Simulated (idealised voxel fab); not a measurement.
Process module heading - voxel self aligned contacts
Cross-sectional view cut (width: 180 nm; square cell size: 5 nm).
A cross-section in this document is a grid of square cells, and it is written down as bands, the top band listed before the ones below it; a band is made up of one or more rows of cells. In this notation a band is specified by the heights of its top and bottom, in that order and in nm, after which its materials appear from left to right, each paired with its width in nm. The word "throughout" attached to a single material means that material fills the band from edge to edge; the word "empty" stands for empty space. Counting heights begins at 0, where everything beneath is, in the wafer as received, one material. The lowest band has no bottom; it goes on downwards, as "0 and below" shows. Per-row width for "30..40": begins at first number (top row of band), ends at second number (bottom row), increment between rows held constant. The designation "no change", where it is given for a processing step, indicates that no cell of the cross-section was altered in the course of that step. Heads up: "Closed void list" only lists the empty pockets with no open path to the top that are 8 cells or more, and it writes them as width x height at distance, distance from the left edge, in nm. after a step's settings: what the simulator itself notes on the step. overlay nm: for a step with a mask, the amount by which the mask lay right of where it was planned; a negative amount means left of it.

This section lists the process steps that were planned:
| 1 | op RECEIVE | material Si |
| 2 | op OXIDIZE | depth nm 5 |
| 3 | op DIRECTIONAL_DEP | material polySi | thk nm 25 |
| 4 | op DIRECTIONAL_DEP | material SiN | thk nm 15 |
| 5 | op PATTERN | tone cover | mask id GATE | material resist | width nm 30 | pitch nm 60 | thk nm 20 | overlay nm 0 |
| 6 | op DIRECTIONAL_ETCH | etch materials SiN | depth nm 15 |
| 7 | op DIRECTIONAL_ETCH | etch materials polySi | depth nm 25 |
| 8 | op STRIP | etch materials resist |
| 9 | op CONFORMAL_DEP | material SiN | thk nm 5 |
| 10 | op DIRECTIONAL_ETCH | etch materials SiN | depth nm 5 |
| 11 | op FILL_DEP | material SiO2 | thk nm 15 |
| 12 | op CMP | height nm 50 |
| 13 | op MASKED_ETCH | tone open | mask id CONTACT | width nm 40 | etch materials SiO2 | depth nm 55 | overlay nm 0 |
| 14 | op CONFORMAL_DEP | material TiN | thk nm 5 |
| 15 | op FILL_DEP | material W | thk nm 5 |
| 16 | op CMP | height nm 50 |
| 17 | op CONFORMAL_DEP | material SiCN | thk nm 5 |

Incoming wafer in cross-section (state: after step 1):
0 and below  Si throughout
Closed void list: none

Post-module cross-section: identical start and plan to those above, one misstep in execution:
55 down to 50  SiCN throughout
50 down to 40  75 SiO2 | 5..10 TiN | 25..10 W | 5..15 TiN | 70 SiO2
40 down to 25  40 SiO2 | 40 SiN | 5 TiN | 10 W | 5 TiN | 40 SiN | 40 SiO2
25 down to 0  40 SiO2 | 5 SiN | 30 polySi | 5 SiN | 5 TiN | 10 W | 5 TiN | 5 SiN | 30 polySi | 5 SiN | 40 SiO2
0 down to -5  80 SiO2 | 20 TiN | 80 SiO2
-5 and below  Si throughout
Closed void list: none
Processing error: it should be noted that step 13 was executed with settings other than those planned, the operation and settings actually applied being op MASKED_ETCH | tone open | mask id CONTACT | width nm 35 | etch materials SiO2 | depth nm 55 | overlay nm 0
